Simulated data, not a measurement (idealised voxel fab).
process module | voxel capacitor over wiring
cross-section cut | 240 nm wide | cells 5 nm
A cross-section is a grid of square cells, given in bands from the top down. A band is one or more rows of cells.
Each band's line starts with the height of the band's top and of its bottom, in nm. Then come its materials from left to right, each with its width in nm. One material with "throughout" fills the band from edge to edge. "air" is empty space.
Height 0 is the level under which the wafer as received is all one material. The lowest band goes on downwards, as in "0 down".
A width such as "30 to 40" changes by the same amount from each row of cells to the next, from the band's top row to its bottom row.
"no change" after a step means that no cell of the cross-section changed.
closed voids: empty space of 8 cells or more with no open way to the top, each as width x height at its distance from the left edge, in nm
after a step's settings: what the simulator itself notes on the step
overlay nm, on a step with a mask: how far to the right of its planned place the mask lay; to the left if negative
Each pair below shows a cross-section before one step and the cross-section after it, down to the lowest band that changed. The line under each pair gives the step between them, with its settings. The pairs can come from different runs of this module on the same starting wafer, so a pair continues from the pair above only where its "before" says so.
before
  0 down: Si throughout
  closed voids: none
after
  10 to 0: SiO2 throughout
  below 0: unchanged
  closed voids: none
the step between: op CONFORMAL_DEP | material SiO2 | thk nm 10
before: the cross-section after the pair above
after
  15 to 10: TiN throughout
  below 10: unchanged
  closed voids: none
the step between: op DIRECTIONAL_DEP | material TiN | thk nm 5
before: the cross-section after the pair above
after
  30 to 15: Ru throughout
  below 15: unchanged
  closed voids: none
the step between: op DIRECTIONAL_DEP | material Ru | thk nm 15
before: the cross-section after the pair above
after
  45 to 30: aC throughout
  below 30: unchanged
  closed voids: none
the step between: op DIRECTIONAL_DEP | material aC | thk nm 15
before: the cross-section after the pair above
after
  80 to 45: air 60 | resist 30 | air 55 | resist 30 | air 65
  below 45: unchanged
  closed voids: none
the step between: op PATTERN | tone cover | mask id METAL_1 | material resist | width nm 30 | pitch nm 85 | thk nm 35 | overlay nm 0
before: the cross-section after the pair above
after
  65 to 45: air 60 | resist 30 | air 55 | resist 30 | air 65
  45 to 30: air 60 | aC 30 | air 55 | aC 30 | air 65
  below 30: unchanged
  closed voids: none
the step between: op DIRECTIONAL_ETCH | etch materials aC | depth nm 15
before: the cross-section after the pair above
after
  45 to 30: air 60 | aC 30 | air 55 | aC 30 | air 65
  below 30: unchanged
  closed voids: none
the step between: op STRIP | etch materials resist
before: the cross-section after the pair above
after
  45 to 30: air 60 | aC 30 | air 55 | aC 30 | air 65
  30 to 15: air 60 | Ru 30 | air 55 | Ru 30 | air 65
  below 15: unchanged
  closed voids: none
the step between: op DIRECTIONAL_ETCH | etch materials Ru | depth nm 15
before: the cross-section after the pair above
after
  45 to 30: air 60 | aC 30 | air 55 | aC 30 | air 65
  30 to 15: air 60 | Ru 30 | air 55 | Ru 30 | air 65
  15 to 10: air 60 | TiN 30 | air 55 | TiN 30 | air 65
  below 10: unchanged
  closed voids: none
the step between: op DIRECTIONAL_ETCH | etch materials TiN | depth nm 5
before: the cross-section after the pair above
after
  30 to 15: air 60 | Ru 30 | air 55 | Ru 30 | air 65
  below 15: unchanged
  closed voids: none
the step between: op STRIP | etch materials aC
before: the cross-section after the pair above
after
  35 to 30: air 55 | SiCN 40 | air 45 | SiCN 40 | air 60
  30 to 15: air 55 | SiCN 5 | Ru 30 | SiCN 5 | air 45 | SiCN 5 | Ru 30 | SiCN 5 | air 60
  15 to 10: SiCN 60 | TiN 30 | SiCN 55 | TiN 30 | SiCN 65
  below 10: unchanged
  closed voids: none
the step between: op CONFORMAL_DEP | material SiCN | thk nm 5
before: the cross-section after the pair above
after
  40 to 35: lowk throughout
  35 to 30: lowk 55 | SiCN 40 | lowk 45 | SiCN 40 | lowk 60
  30 to 15: lowk 55 | SiCN 5 | Ru 30 | SiCN 5 | lowk 45 | SiCN 5 | Ru 30 | SiCN 5 | lowk 60
  below 15: unchanged
  closed voids: none
the step between: op FILL_DEP | material lowk | thk nm 5
before: the cross-section after the pair above
after
  30 to 15: lowk 55 | SiCN 5 | Ru 30 | SiCN 5 | lowk 45 | SiCN 5 | Ru 30 | SiCN 5 | lowk 60
  below 15: unchanged
  closed voids: none
the step between: op CMP | height nm 30
before: the cross-section after the pair above
after
  35 to 30: SiCN throughout
  below 30: unchanged
  closed voids: none
the step between: op CONFORMAL_DEP | material SiCN | thk nm 5
before: the cross-section after the pair above
after
  55 to 35: SiO2 throughout
  below 35: unchanged
  closed voids: none
the step between: op DIRECTIONAL_DEP | material SiO2 | thk nm 20
before: the cross-section after the pair above
after
  55 to 35: SiO2 75 | air 15 | SiO2 150
  below 35: unchanged
  closed voids: none
the step between: op MASKED_ETCH | tone open | mask id PLUG_1 | width nm 15 | etch materials SiO2 | depth nm 20 | overlay nm 0
before: the cross-section after the pair above
after
  55 to 35: SiO2 75 | air 15 | SiO2 150
  35 to 30: SiCN 75 | air 15 | SiCN 150
  below 30: unchanged
  closed voids: none
the step between: op MASKED_ETCH | tone open | mask id PLUG_1 | width nm 15 | etch materials SiCN | depth nm 5 | overlay nm 0
before: the cross-section after the pair above
after
  55 to 40: SiO2 75 | air 15 | SiO2 150
  40 to 35: SiO2 75 | Ru 15 | SiO2 150
  35 to 30: SiCN 75 | Ru 15 | SiCN 150
  below 30: unchanged
  closed voids: none
the step between: op EPI | material Ru | thk nm 10
before: the cross-section after the pair above
after
  55 to 50: SiO2 75 | air 15 | SiO2 150
  50 to 35: SiO2 75 | Ru 15 | SiO2 150
  below 35: unchanged
  closed voids: none
the step between: op EPI | material Ru | thk nm 10
before: the cross-section after the pair above
after
  55 to 35: SiO2 75 | Ru 15 | SiO2 150
  below 35: unchanged
  closed voids: none
the step between: op EPI | material Ru | thk nm 5
before: the cross-section after the pair above
after
  65 to 55: TiN throughout
  below 55: unchanged
  closed voids: none
the step between: op DIRECTIONAL_DEP | material TiN | thk nm 10
before: the cross-section after the pair above
after
  70 to 65: Al2O3 throughout
  below 65: unchanged
  closed voids: none
the step between: op DIRECTIONAL_DEP | material Al2O3 | thk nm 5
before: the cross-section after the pair above
after
  80 to 70: TiN throughout
  below 70: unchanged
  closed voids: none
the step between: op DIRECTIONAL_DEP | material TiN | thk nm 10
before: the cross-section after the pair above
after
  95 to 80: aC throughout
  below 80: unchanged
  closed voids: none
the step between: op DIRECTIONAL_DEP | material aC | thk nm 15
before: the cross-section after the pair above
after
  125 to 95: air 75 | resist 60 | air 105
  below 95: unchanged
  closed voids: none
the step between: op PATTERN | tone cover | mask id UPPER_PLATE | material resist | width nm 60 | thk nm 30 | overlay nm 0
before: the cross-section after the pair above
after
  110 to 95: air 75 | resist 60 | air 105
  95 to 80: air 75 | aC 60 | air 105
  below 80: unchanged
  closed voids: none
the step between: op DIRECTIONAL_ETCH | etch materials aC | depth nm 15
before: the cross-section after the pair above
after
  95 to 80: air 75 | aC 60 | air 105
  below 80: unchanged
  closed voids: none
the step between: op STRIP | etch materials resist
before: the cross-section after the pair above
after
  95 to 80: air 75 | aC 60 | air 105
  80 to 70: air 75 | TiN 60 | air 105
  below 70: unchanged
  closed voids: none
the step between: op DIRECTIONAL_ETCH | etch materials TiN | depth nm 10
before: the cross-section after the pair above
after
  95 to 80: air 75 | aC 60 | air 105
  80 to 70: air 75 | TiN 60 | air 105
  70 to 65: air 75 | Al2O3 60 | air 105
  below 65: unchanged
  closed voids: none
the step between: op DIRECTIONAL_ETCH | etch materials Al2O3 | depth nm 5
before: the cross-section after the pair above
after
  80 to 70: air 75 | TiN 60 | air 105
  below 70: unchanged
  closed voids: none
the step between: op STRIP | etch materials aC
before: the cross-section after the pair above
after
  95 to 80: air 70 | resist 70 | air 100
  80 to 70: air 70 | resist 5 | TiN 60 | resist 5 | air 100
  70 to 65: air 70 | resist 5 | Al2O3 60 | resist 5 | air 100
  below 65: unchanged
  closed voids: none
the step between: op PATTERN | tone cover | mask id LOWER_PLATE | material resist | width nm 70 | thk nm 15 | overlay nm 0
before: the cross-section after the pair above
after
  95 to 80: air 70 | resist 70 | air 100
  80 to 70: air 70 | resist 5 | TiN 60 | resist 5 | air 100
  70 to 65: air 70 | resist 5 | Al2O3 60 | resist 5 | air 100
  65 to 55: air 70 | TiN 70 | air 100
  below 55: unchanged
  closed voids: none
the step between: op DIRECTIONAL_ETCH | etch materials TiN | depth nm 10
before: the cross-section after the pair above
after
  80 to 70: air 75 | TiN 60 | air 105
  70 to 65: air 75 | Al2O3 60 | air 105
  below 65: unchanged
  closed voids: none
the step between: op STRIP | etch materials resist
before: the cross-section after the pair above
after
  95 to 80: SiO2 throughout
  80 to 70: SiO2 75 | TiN 60 | SiO2 105
  70 to 65: SiO2 75 | Al2O3 60 | SiO2 105
  65 to 55: SiO2 70 | TiN 70 | SiO2 100
  below 55: unchanged
  closed voids: none
the step between: op FILL_DEP | material SiO2 | thk nm 15
before: the cross-section after the pair above
after
  90 to 80: SiO2 throughout
  below 80: unchanged
  closed voids: none
the step between: op CMP | height nm 90
before: the cross-section after the pair above
after
  110 to 90: resist 85 | air 15 | resist 140
  below 90: unchanged
  closed voids: none
the step between: op PATTERN | tone open | mask id PLUG_2 | material resist | width nm 15 | thk nm 20 | overlay nm 0
before: the cross-section after the pair above
after
  110 to 90: resist 85 | air 15 | resist 140
  90 to 80: SiO2 85 | air 15 | SiO2 140
  below 80: unchanged
  closed voids: none
the step between: op DIRECTIONAL_ETCH | etch materials SiO2 | depth nm 10
before: the cross-section after the pair above
after
  90 to 80: SiO2 85 | air 15 | SiO2 140
  below 80: unchanged
  closed voids: none
the step between: op STRIP | etch materials resist
before: the cross-section after the pair above
after
  95 to 90: TiN 90 | air 5 | TiN 145
  90 to 85: SiO2 85 | TiN 5 | air 5 | TiN 5 | SiO2 140
  85 to 80: SiO2 85 | TiN 15 | SiO2 140
  below 80: unchanged
  closed voids: none
the step between: op CONFORMAL_DEP | material TiN | thk nm 5
before: the cross-section after the pair above
after
  105 to 95: W throughout
  95 to 90: TiN 90 | W 5 | TiN 145
  90 to 85: SiO2 85 | TiN 5 | W 5 | TiN 5 | SiO2 140
  below 85: unchanged
  closed voids: none
the step between: op FILL_DEP | material W | thk nm 10
before: the cross-section after the pair above
after
  90 to 85: SiO2 85 | TiN 5 | W 5 | TiN 5 | SiO2 140
  below 85: unchanged
  closed voids: none
the step between: op CMP | height nm 90
before: the cross-section after the pair above
after
  95 to 90: SiN throughout
  below 90: unchanged
  closed voids: none
the step between: op CONFORMAL_DEP | material SiN | thk nm 5
before
  35 to 30: SiCN throughout
  30 to 15: lowk 55 | SiCN 5 | Ru 30 | SiCN 5 | lowk 45 | SiCN 5 | Ru 30 | SiCN 5 | lowk 60
  15 to 10: SiCN 60 | TiN 30 | SiCN 55 | TiN 30 | SiCN 65
  10 to 0: SiO2 throughout
  0 down: Si throughout
  closed voids: none
after
  35 to 30: SiCN 75 | air 15 | SiCN 150
  below 30: unchanged
  closed voids: none
the step between: op MASKED_ETCH | tone open | mask id PLUG_1 | width nm 15 | etch materials SiCN | depth nm 5 | overlay nm 0
before: the cross-section after the pair above
after
  40 to 35: air 70 | Ru 25 | air 145
  35 to 30: SiCN 75 | Ru 15 | SiCN 150
  below 30: unchanged
  closed voids: none
the step between: op EPI | material Ru | thk nm 10
before: the cross-section after the pair above
after
  50 to 35: air 60 | Ru 45 | air 135
  below 35: unchanged
  closed voids: none
the step between: op EPI | material Ru | thk nm 10
before: the cross-section after the pair above
after
  55 to 35: air 55 | Ru 55 | air 130
  below 35: unchanged
  closed voids: none
the step between: op EPI | material Ru | thk nm 5
before: the cross-section after the pair above
after
  65 to 55: air 55 | TiN 55 | air 130
  55 to 45: air 55 | Ru 55 | air 130
  45 to 35: TiN 55 | Ru 55 | TiN 130
  below 35: unchanged
  closed voids: none
the step between: op DIRECTIONAL_DEP | material TiN | thk nm 10
before: the cross-section after the pair above
after
  70 to 65: air 55 | Al2O3 55 | air 130
  65 to 55: air 55 | TiN 55 | air 130
  55 to 50: air 55 | Ru 55 | air 130
  50 to 45: Al2O3 55 | Ru 55 | Al2O3 130
  below 45: unchanged
  closed voids: none
the step between: op DIRECTIONAL_DEP | material Al2O3 | thk nm 5
before: the cross-section after the pair above
after
  80 to 70: air 55 | TiN 55 | air 130
  70 to 65: air 55 | Al2O3 55 | air 130
  65 to 60: air 55 | TiN 55 | air 130
  60 to 55: TiN throughout
  55 to 50: TiN 55 | Ru 55 | TiN 130
  below 50: unchanged
  closed voids: none
the step between: op DIRECTIONAL_DEP | material TiN | thk nm 10
before: the cross-section after the pair above
after
  95 to 80: air 55 | aC 55 | air 130
  80 to 75: air 55 | TiN 55 | air 130
  75 to 70: aC 55 | TiN 55 | aC 130
  70 to 65: aC 55 | Al2O3 55 | aC 130
  65 to 60: aC 55 | TiN 55 | aC 130
  below 60: unchanged
  closed voids: none
the step between: op DIRECTIONAL_DEP | material aC | thk nm 15
before: the cross-section after the pair above
after
  125 to 95: air 75 | resist 60 | air 105
  95 to 80: air 55 | aC 55 | resist 25 | air 105
  80 to 75: air 55 | TiN 55 | resist 25 | air 105
  below 75: unchanged
  closed voids: none
the step between: op PATTERN | tone cover | mask id UPPER_PLATE | material resist | width nm 60 | thk nm 30 | overlay nm 0
before: the cross-section after the pair above
after
  110 to 95: air 75 | resist 60 | air 105
  95 to 80: air 75 | aC 35 | resist 25 | air 105
  80 to 75: air 55 | TiN 55 | resist 25 | air 105
  75 to 70: air 55 | TiN 55 | aC 25 | air 105
  70 to 65: air 55 | Al2O3 55 | aC 25 | air 105
  65 to 60: air 55 | TiN 55 | aC 25 | air 105
  below 60: unchanged
  closed voids: none
the step between: op DIRECTIONAL_ETCH | etch materials aC | depth nm 15
before: the cross-section after the pair above
after
  95 to 80: air 75 | aC 35 | air 130
  80 to 75: air 55 | TiN 55 | air 130
  below 75: unchanged
  closed voids: none
the step between: op STRIP | etch materials resist
before: the cross-section after the pair above
after
  95 to 80: air 75 | aC 35 | air 130
  80 to 75: air 75 | TiN 35 | air 130
  75 to 70: air 75 | TiN 35 | aC 25 | air 105
  70 to 65: air 55 | Al2O3 55 | aC 25 | air 105
  65 to 60: air 55 | TiN 55 | aC 25 | air 105
  60 to 55: air 55 | TiN 80 | air 105
  55 to 50: air 55 | Ru 55 | TiN 25 | air 105
  below 50: unchanged
  closed voids: none
the step between: op DIRECTIONAL_ETCH | etch materials TiN | depth nm 10
before: the cross-section after the pair above
after
  95 to 80: air 75 | aC 35 | air 130
  80 to 75: air 75 | TiN 35 | air 130
  75 to 70: air 75 | TiN 35 | aC 25 | air 105
  70 to 65: air 75 | Al2O3 35 | aC 25 | air 105
  65 to 60: air 55 | TiN 55 | aC 25 | air 105
  60 to 55: air 55 | TiN 80 | air 105
  55 to 50: air 55 | Ru 55 | TiN 25 | air 105
  50 to 45: air 55 | Ru 55 | Al2O3 25 | air 105
  below 45: unchanged
  closed voids: none
the step between: op DIRECTIONAL_ETCH | etch materials Al2O3 | depth nm 5
before: the cross-section after the pair above
after
  80 to 70: air 75 | TiN 35 | air 130
  70 to 65: air 75 | Al2O3 35 | air 130
  65 to 55: air 55 | TiN 55 to 80 | air 130 to 105
  below 55: unchanged
  closed voids: none
the step between: op STRIP | etch materials aC
before: the cross-section after the pair above
after
  95 to 80: air 70 | resist 70 | air 100
  80 to 70: air 70 | resist 5 | TiN 35 | resist 30 | air 100
  70 to 65: air 70 | resist 5 | Al2O3 35 | resist 30 | air 100
  65 to 55: air 55 | TiN 55 to 80 | resist 30 to 5 | air 100
  55 to 50: air 55 | Ru 55 | TiN 25 | resist 5 | air 100
  50 to 45: air 55 | Ru 55 | Al2O3 25 | resist 5 | air 100
  below 45: unchanged
  closed voids: none
the step between: op PATTERN | tone cover | mask id LOWER_PLATE | material resist | width nm 70 | thk nm 15 | overlay nm 0
before: the cross-section after the pair above
after
  95 to 80: air 70 | resist 70 | air 100
  80 to 70: air 70 | resist 5 | TiN 35 | resist 30 | air 100
  70 to 65: air 70 | resist 5 | Al2O3 35 | resist 30 | air 100
  65 to 55: air 70 | TiN 40 to 65 | resist 30 to 5 | air 100
  55 to 50: air 55 | Ru 55 | TiN 25 | resist 5 | air 100
  50 to 45: air 55 | Ru 55 | Al2O3 25 | resist 5 | air 100
  45 to 35: air 55 | Ru 55 | TiN 30 | air 100
  below 35: unchanged
  closed voids: none
the step between: op DIRECTIONAL_ETCH | etch materials TiN | depth nm 10
before: the cross-section after the pair above
after
  80 to 70: air 75 | TiN 35 | air 130
  70 to 65: air 75 | Al2O3 35 | air 130
  65 to 55: air 70 | TiN 40 to 65 | air 130 to 105
  55 to 50: air 55 | Ru 55 | TiN 25 | air 105
  50 to 45: air 55 | Ru 55 | Al2O3 25 | air 105
  below 45: unchanged
  closed voids: none
the step between: op STRIP | etch materials resist
before: the cross-section after the pair above
after
  95 to 80: SiO2 throughout
  80 to 70: SiO2 75 | TiN 35 | SiO2 130
  70 to 65: SiO2 75 | Al2O3 35 | SiO2 130
  65 to 55: SiO2 70 | TiN 40 to 65 | SiO2 130 to 105
  55 to 50: SiO2 55 | Ru 55 | TiN 25 | SiO2 105
  50 to 45: SiO2 55 | Ru 55 | Al2O3 25 | SiO2 105
  45 to 35: SiO2 55 | Ru 55 | TiN 30 | SiO2 100
  below 35: unchanged
  closed voids: none
the step between: op FILL_DEP | material SiO2 | thk nm 15
before: the cross-section after the pair above
after
  90 to 80: SiO2 throughout
  below 80: unchanged
  closed voids: none
the step between: op CMP | height nm 90
before: the cross-section after the pair above
after
  110 to 90: resist 85 | air 15 | resist 140
  below 90: unchanged
  closed voids: none
the step between: op PATTERN | tone open | mask id PLUG_2 | material resist | width nm 15 | thk nm 20 | overlay nm 0
before: the cross-section after the pair above
after
  110 to 90: resist 85 | air 15 | resist 140
  90 to 80: SiO2 85 | air 15 | SiO2 140
  below 80: unchanged
  closed voids: none
the step between: op DIRECTIONAL_ETCH | etch materials SiO2 | depth nm 10
before: the cross-section after the pair above
after
  90 to 80: SiO2 85 | air 15 | SiO2 140
  below 80: unchanged
  closed voids: none
the step between: op STRIP | etch materials resist
before: the cross-section after the pair above
after
  95 to 90: TiN 90 | air 5 | TiN 145
  90 to 85: SiO2 85 | TiN 5 | air 5 | TiN 5 | SiO2 140
  85 to 80: SiO2 85 | TiN 15 | SiO2 140
  below 80: unchanged
  closed voids: none
the step between: op CONFORMAL_DEP | material TiN | thk nm 5
before: the cross-section after the pair above
after
  105 to 95: W throughout
  95 to 90: TiN 90 | W 5 | TiN 145
  90 to 85: SiO2 85 | TiN 5 | W 5 | TiN 5 | SiO2 140
  below 85: unchanged
  closed voids: none
the step between: op FILL_DEP | material W | thk nm 10
before: the cross-section after the pair above
after
  90 to 85: SiO2 85 | TiN 5 | W 5 | TiN 5 | SiO2 140
  below 85: unchanged
  closed voids: none
the step between: op CMP | height nm 90
before: the cross-section after the pair above
after
  95 to 90: SiN throughout
  below 90: unchanged
  closed voids: none
the step between: op CONFORMAL_DEP | material SiN | thk nm 5
before
  55 to 50: SiO2 75 | air 15 | SiO2 150
  50 to 35: SiO2 75 | Ru 15 | SiO2 150
  35 to 30: SiCN 75 | Ru 15 | SiCN 150
  30 to 15: lowk 55 | SiCN 5 | Ru 30 | SiCN 5 | lowk 45 | SiCN 5 | Ru 30 | SiCN 5 | lowk 60
  15 to 10: SiCN 60 | TiN 30 | SiCN 55 | TiN 30 | SiCN 65
  10 to 0: SiO2 throughout
  0 down: Si throughout
  closed voids: none
after
  60 to 55: air 70 | Ru 25 | air 145
  55 to 35: SiO2 75 | Ru 15 | SiO2 150
  below 35: unchanged
  closed voids: none
the step between: op EPI | material Ru | thk nm 10
before: the cross-section after the pair above
after
  65 to 55: air 65 | Ru 35 | air 140
  below 55: unchanged
  closed voids: none
the step between: op EPI | material Ru | thk nm 5
before: the cross-section after the pair above
after
  75 to 65: air 65 | TiN 35 | air 140
  65 to 55: TiN 65 | Ru 35 | TiN 140
  below 55: unchanged
  closed voids: none
the step between: op DIRECTIONAL_DEP | material TiN | thk nm 10
before: the cross-section after the pair above
after
  80 to 75: air 65 | Al2O3 35 | air 140
  75 to 70: air 65 | TiN 35 | air 140
  70 to 65: Al2O3 65 | TiN 35 | Al2O3 140
  below 65: unchanged
  closed voids: none
the step between: op DIRECTIONAL_DEP | material Al2O3 | thk nm 5
before: the cross-section after the pair above
after
  90 to 80: air 65 | TiN 35 | air 140
  80 to 75: TiN 65 | Al2O3 35 | TiN 140
  75 to 70: TiN throughout
  below 70: unchanged
  closed voids: none
the step between: op DIRECTIONAL_DEP | material TiN | thk nm 10
before: the cross-section after the pair above
after
  105 to 95: air 65 | aC 35 | air 140
  95 to 90: aC throughout
  90 to 80: aC 65 | TiN 35 | aC 140
  below 80: unchanged
  closed voids: none
the step between: op DIRECTIONAL_DEP | material aC | thk nm 15
before: the cross-section after the pair above
after
  135 to 105: air 75 | resist 60 | air 105
  105 to 95: air 65 | aC 35 | resist 35 | air 105
  below 95: unchanged
  closed voids: none
the step between: op PATTERN | tone cover | mask id UPPER_PLATE | material resist | width nm 60 | thk nm 30 | overlay nm 0
before: the cross-section after the pair above
after
  120 to 105: air 75 | resist 60 | air 105
  105 to 95: air 75 | aC 25 | resist 35 | air 105
  95 to 90: air 75 | aC 60 | air 105
  90 to 80: air 65 | TiN 35 | aC 35 | air 105
  below 80: unchanged
  closed voids: none
the step between: op DIRECTIONAL_ETCH | etch materials aC | depth nm 15
before: the cross-section after the pair above
after
  105 to 95: air 75 | aC 25 | air 140
  below 95: unchanged
  closed voids: none
the step between: op STRIP | etch materials resist
before: the cross-section after the pair above
after
  105 to 95: air 75 | aC 25 | air 140
  95 to 90: air 75 | aC 60 | air 105
  90 to 80: air 75 | TiN 25 | aC 35 | air 105
  80 to 75: air 65 | Al2O3 35 | TiN 35 | air 105
  75 to 70: air 65 | TiN 70 | air 105
  below 70: unchanged
  closed voids: none
the step between: op DIRECTIONAL_ETCH | etch materials TiN | depth nm 10
before: the cross-section after the pair above
after
  105 to 95: air 75 | aC 25 | air 140
  95 to 90: air 75 | aC 60 | air 105
  90 to 80: air 75 | TiN 25 | aC 35 | air 105
  80 to 75: air 75 | Al2O3 25 | TiN 35 | air 105
  75 to 70: air 65 | TiN 70 | air 105
  70 to 65: air 65 | TiN 35 | Al2O3 35 | air 105
  below 65: unchanged
  closed voids: none
the step between: op DIRECTIONAL_ETCH | etch materials Al2O3 | depth nm 5
before: the cross-section after the pair above
after
  90 to 80: air 75 | TiN 25 | air 140
  below 80: unchanged
  closed voids: none
the step between: op STRIP | etch materials aC
before: the cross-section after the pair above
after
  105 to 90: air 70 | resist 70 | air 100
  90 to 80: air 70 | resist 5 | TiN 25 | resist 40 | air 100
  80 to 75: air 70 | resist 5 | Al2O3 25 | TiN 35 | resist 5 | air 100
  75 to 70: air 65 | TiN 70 | resist 5 | air 100
  70 to 65: air 65 | TiN 35 | Al2O3 35 | resist 5 | air 100
  below 65: unchanged
  closed voids: none
the step between: op PATTERN | tone cover | mask id LOWER_PLATE | material resist | width nm 70 | thk nm 15 | overlay nm 0
before: the cross-section after the pair above
after
  105 to 90: air 70 | resist 70 | air 100
  90 to 80: air 70 | resist 5 | TiN 25 | resist 40 | air 100
  80 to 75: air 70 | resist 5 | Al2O3 25 | TiN 35 | resist 5 | air 100
  75 to 70: air 70 | TiN 65 | resist 5 | air 100
  70 to 65: air 70 | TiN 30 | Al2O3 35 | resist 5 | air 100
  65 to 55: air 65 | Ru 35 | TiN 40 | air 100
  below 55: unchanged
  closed voids: none
the step between: op DIRECTIONAL_ETCH | etch materials TiN | depth nm 10
before: the cross-section after the pair above
after
  90 to 80: air 75 | TiN 25 | air 140
  80 to 75: air 75 | Al2O3 25 | TiN 35 | air 105
  75 to 70: air 70 | TiN 65 | air 105
  70 to 65: air 70 | TiN 30 | Al2O3 35 | air 105
  below 65: unchanged
  closed voids: none
the step between: op STRIP | etch materials resist
before: the cross-section after the pair above
after
  105 to 90: SiO2 throughout
  90 to 80: SiO2 75 | TiN 25 | SiO2 140
  80 to 75: SiO2 75 | Al2O3 25 | TiN 35 | SiO2 105
  75 to 70: SiO2 70 | TiN 65 | SiO2 105
  70 to 65: SiO2 70 | TiN 30 | Al2O3 35 | SiO2 105
  65 to 55: SiO2 65 | Ru 35 | TiN 40 | SiO2 100
  below 55: unchanged
  closed voids: none
the step between: op FILL_DEP | material SiO2 | thk nm 15
before: the cross-section after the pair above
after
  90 to 80: SiO2 75 | TiN 25 | SiO2 140
  below 80: unchanged
  closed voids: none
the step between: op CMP | height nm 90
before: the cross-section after the pair above
after
  110 to 90: resist 85 | air 15 | resist 140
  below 90: unchanged
  closed voids: none
the step between: op PATTERN | tone open | mask id PLUG_2 | material resist | width nm 15 | thk nm 20 | overlay nm 0
before: the cross-section after the pair above
after
  90 to 80: SiO2 75 | TiN 25 | SiO2 140
  below 80: unchanged
  closed voids: none
the step between: op STRIP | etch materials resist
before: the cross-section after the pair above
after
  95 to 90: TiN throughout
  below 90: unchanged
  closed voids: none
the step between: op CONFORMAL_DEP | material TiN | thk nm 5
before: the cross-section after the pair above
after
  105 to 95: W throughout
  below 95: unchanged
  closed voids: none
the step between: op FILL_DEP | material W | thk nm 10
before: the cross-section after the pair above
after
  90 to 80: SiO2 75 | TiN 25 | SiO2 140
  below 80: unchanged
  closed voids: none
the step between: op CMP | height nm 90
before: the cross-section after the pair above
after
  95 to 90: SiN throughout
  below 90: unchanged
  closed voids: none
the step between: op CONFORMAL_DEP | material SiN | thk nm 5
before
  30 to 15: lowk 55 | SiCN 5 | Ru 30 | SiCN 5 | lowk 45 | SiCN 5 | Ru 30 | SiCN 5 | lowk 60
  15 to 10: SiCN 60 | TiN 30 | SiCN 55 | TiN 30 | SiCN 65
  10 to 0: SiO2 throughout
  0 down: Si throughout
  closed voids: none
after
  50 to 30: SiO2 throughout
  below 30: unchanged
  closed voids: none
the step between: op DIRECTIONAL_DEP | material SiO2 | thk nm 20
before: the cross-section after the pair above
after
  55 to 50: SiCN throughout
  below 50: unchanged
  closed voids: none
the step between: op CONFORMAL_DEP | material SiCN | thk nm 5
before: the cross-section after the pair above
after
  55 to 50: SiCN 75 | air 15 | SiCN 150
  below 50: unchanged
  closed voids: none
the step between: op MASKED_ETCH | tone open | mask id PLUG_1 | width nm 15 | etch materials SiCN | depth nm 5 | overlay nm 0
before: the cross-section after the pair above
after
  65 to 60: TiN 75 | air 15 | TiN 150
  60 to 55: TiN throughout
  55 to 50: SiCN 75 | TiN 15 | SiCN 150
  below 50: unchanged
  closed voids: none
the step between: op DIRECTIONAL_DEP | material TiN | thk nm 10
before: the cross-section after the pair above
after
  70 to 65: Al2O3 75 | air 15 | Al2O3 150
  65 to 60: TiN 75 | Al2O3 15 | TiN 150
  below 60: unchanged
  closed voids: none
the step between: op DIRECTIONAL_DEP | material Al2O3 | thk nm 5
before: the cross-section after the pair above
after
  80 to 75: TiN 75 | air 15 | TiN 150
  75 to 70: TiN throughout
  70 to 65: Al2O3 75 | TiN 15 | Al2O3 150
  below 65: unchanged
  closed voids: none
the step between: op DIRECTIONAL_DEP | material TiN | thk nm 10
before: the cross-section after the pair above
after
  95 to 90: aC 75 | air 15 | aC 150
  90 to 80: aC throughout
  80 to 75: TiN 75 | aC 15 | TiN 150
  below 75: unchanged
  closed voids: none
the step between: op DIRECTIONAL_DEP | material aC | thk nm 15
before: the cross-section after the pair above
after
  125 to 95: air 75 | resist 60 | air 105
  95 to 90: aC 75 | resist 15 | aC 150
  below 90: unchanged
  closed voids: none
the step between: op PATTERN | tone cover | mask id UPPER_PLATE | material resist | width nm 60 | thk nm 30 | overlay nm 0
before: the cross-section after the pair above
after
  110 to 95: air 75 | resist 60 | air 105
  95 to 90: air 75 | resist 15 | aC 45 | air 105
  90 to 80: air 75 | aC 60 | air 105
  below 80: unchanged
  closed voids: none
the step between: op DIRECTIONAL_ETCH | etch materials aC | depth nm 15
before: the cross-section after the pair above
after
  95 to 90: air 90 | aC 45 | air 105
  below 90: unchanged
  closed voids: none
the step between: op STRIP | etch materials resist
before: the cross-section after the pair above
after
  95 to 90: air 90 | aC 45 | air 105
  90 to 80: air 75 | aC 60 | air 105
  80 to 75: air 75 | aC 15 | TiN 45 | air 105
  75 to 70: air 75 | TiN 60 | air 105
  below 70: unchanged
  closed voids: none
the step between: op DIRECTIONAL_ETCH | etch materials TiN | depth nm 10
before: the cross-section after the pair above
after
  95 to 90: air 90 | aC 45 | air 105
  90 to 80: air 75 | aC 60 | air 105
  80 to 75: air 75 | aC 15 | TiN 45 | air 105
  75 to 70: air 75 | TiN 60 | air 105
  70 to 65: air 75 | TiN 15 | Al2O3 45 | air 105
  below 65: unchanged
  closed voids: none
the step between: op DIRECTIONAL_ETCH | etch materials Al2O3 | depth nm 5
before: the cross-section after the pair above
after
  80 to 70: air 90 to 75 | TiN 45 to 60 | air 105
  below 70: unchanged
  closed voids: none
the step between: op STRIP | etch materials aC
before: the cross-section after the pair above
after
  95 to 80: air 70 | resist 70 | air 100
  80 to 70: air 70 | resist 20 to 5 | TiN 45 to 60 | resist 5 | air 100
  70 to 65: air 70 | resist 5 | TiN 15 | Al2O3 45 | resist 5 | air 100
  below 65: unchanged
  closed voids: none
the step between: op PATTERN | tone cover | mask id LOWER_PLATE | material resist | width nm 70 | thk nm 15 | overlay nm 0
before: the cross-section after the pair above
after
  95 to 80: air 70 | resist 70 | air 100
  80 to 70: air 70 | resist 20 to 5 | TiN 45 to 60 | resist 5 | air 100
  70 to 65: air 70 | resist 5 | TiN 15 | Al2O3 45 | resist 5 | air 100
  65 to 60: air 70 | TiN 5 | Al2O3 15 | TiN 50 | air 100
  60 to 55: air 70 | TiN 70 | air 100
  below 55: unchanged
  closed voids: none
the step between: op DIRECTIONAL_ETCH | etch materials TiN | depth nm 10
before: the cross-section after the pair above
after
  80 to 70: air 90 to 75 | TiN 45 to 60 | air 105
  70 to 65: air 75 | TiN 15 | Al2O3 45 | air 105
  below 65: unchanged
  closed voids: none
the step between: op STRIP | etch materials resist
before: the cross-section after the pair above
after
  95 to 80: SiO2 throughout
  80 to 70: SiO2 90 to 75 | TiN 45 to 60 | SiO2 105
  70 to 65: SiO2 75 | TiN 15 | Al2O3 45 | SiO2 105
  65 to 60: SiO2 70 | TiN 5 | Al2O3 15 | TiN 50 | SiO2 100
  60 to 55: SiO2 70 | TiN 70 | SiO2 100
  below 55: unchanged
  closed voids: none
the step between: op FILL_DEP | material SiO2 | thk nm 15
